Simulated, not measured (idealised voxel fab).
Presented below is a process module, voxel gate over fins.
The cross-section on display is named cut; it measures 185 nm wide, and its cells are 5 nm squares.
Square cells in a grid make up a cross-section in this document, and the grid is given as bands, listed from the top down, each one or more rows of cells.
Band: top and bottom heights (nm) first, top before bottom; then materials from left to right, widths in nm. "full width" marks a sole material filling the band edge to edge. "empty" denotes empty space.
Ref level 0: as-received wafer is one material below here. Bottom band extends down with no lower bound ("top 0, no bottom").
With a width like "30..40", each row of cells in the band differs from the next by the same amount, the top row carrying the first number and the bottom row the second.
Given "nothing changed" for a step, no cell of the cross-section differs between before and after that step.
Heads up: "Sealed-off cavities" only lists the empty pockets with no open path to the top that are 8 cells or more, and it writes them as width x height at distance, distance from the left edge, in nm.
Post-settings text on a step line: simulator's own remark regarding the step.
"overlay nm" denotes, for a step that has a mask, the displacement of the mask to the right of its planned place, with negative values corresponding to the left.
# List of planned process steps
1) RECEIVE,material Si
2) CONFORMAL_DEP,material SiN,thk nm 5
3) DIRECTIONAL_DEP,material aC,thk nm 10
4) PATTERN,tone cover,mask id FINS,material resist,width nm 15,pitch nm 60,thk nm 25,overlay nm 0
5) DIRECTIONAL_ETCH,etch materials aC,depth nm 10
6) STRIP,etch materials resist
7) DIRECTIONAL_ETCH,etch materials SiN,depth nm 5
8) DIRECTIONAL_ETCH,etch materials Si,depth nm 40
9) STRIP,etch materials aC
10) FILL_DEP,material SiO2,thk nm 10
11) CMP,height nm 5
12) PATTERN,tone open,mask id RAIL,material resist,width nm 15,thk nm 20,overlay nm 0
13) DIRECTIONAL_ETCH,etch materials SiO2,depth nm 40
14) STRIP,etch materials resist
15) CONFORMAL_DEP,material TiN,thk nm 5
16) FILL_DEP,material Ru,thk nm 5
17) CMP,height nm 5
18) SELECTIVE_ETCH,etch materials W Ru TiN,depth nm 30
19) FILL_DEP,material SiO2,thk nm 5
20) CMP,height nm 5
21) SELECTIVE_ETCH,etch materials SiO2,depth nm 20
22) STRIP,etch materials SiN
23) CONFORMAL_DEP,material HfO2,thk nm 5
24) CONFORMAL_DEP,material TiN,thk nm 5
25) FILL_DEP,material W,thk nm 15
26) CMP,height nm 20
27) CONFORMAL_DEP,material SiN,thk nm 10
# Cross-section of the wafer at receipt, which is the condition after step 1
> top 0, no bottom | Si full width
> Sealed-off cavities: none
# The module was run from the start shown above using the plan shown above, but one mistake was made doing it; the resulting wafer cross-section is below
> top 30, bottom 20 | SiN full width
> top 20, bottom 10 | W full width
> top 10, bottom 5 | W (45)  TiN (40)  W (20)  TiN (40)  W (40)
> top 5, bottom 0 | W (45)  TiN (5)  HfO2 (30)  TiN (5)  W (20)  TiN (5)  HfO2 (30)  TiN (5)  W (40)
> top 0, bottom -5 | W (45)  TiN (5)  HfO2 (5)  Si (20)  HfO2 (5)  TiN (5)  W (20)  TiN (5)  HfO2 (5)  Si (20)  HfO2 (5)  TiN (5)  W (40)
> top -5, bottom -10 | TiN (50)  HfO2 (5)  Si (20)  HfO2 (5)  TiN (30)  HfO2 (5)  Si (20)  HfO2 (5)  TiN (45)
> top -10, bottom -15 | HfO2 (55)  Si (20)  HfO2 (40)  Si (20)  HfO2 (50)
> top -15, bottom -25 | SiO2 (55)  Si (20)  SiO2 (40)  Si (20)  SiO2 (50)
> top -25, bottom -30 | SiO2 (55)  Si (20)  SiO2 (10)  TiN (5)  Ru (5)  TiN (5)  SiO2 (15)  Si (20)  SiO2 (50)
> top -30, bottom -35 | SiO2 (55)  Si (20)  SiO2 (10)  TiN (15)  SiO2 (15)  Si (20)  SiO2 (50)
> top -35, bottom -40 | SiO2 (55)  Si (20)  SiO2 (40)  Si (20)  SiO2 (50)
> top -40, no bottom | Si full width
> Sealed-off cavities: none
The mistake made against the process plan was this: step 4, actual vs plan mismatch, actual run PATTERN,tone cover,mask id FINS,material resist,width nm 20,pitch nm 60,thk nm 25,overlay nm 0
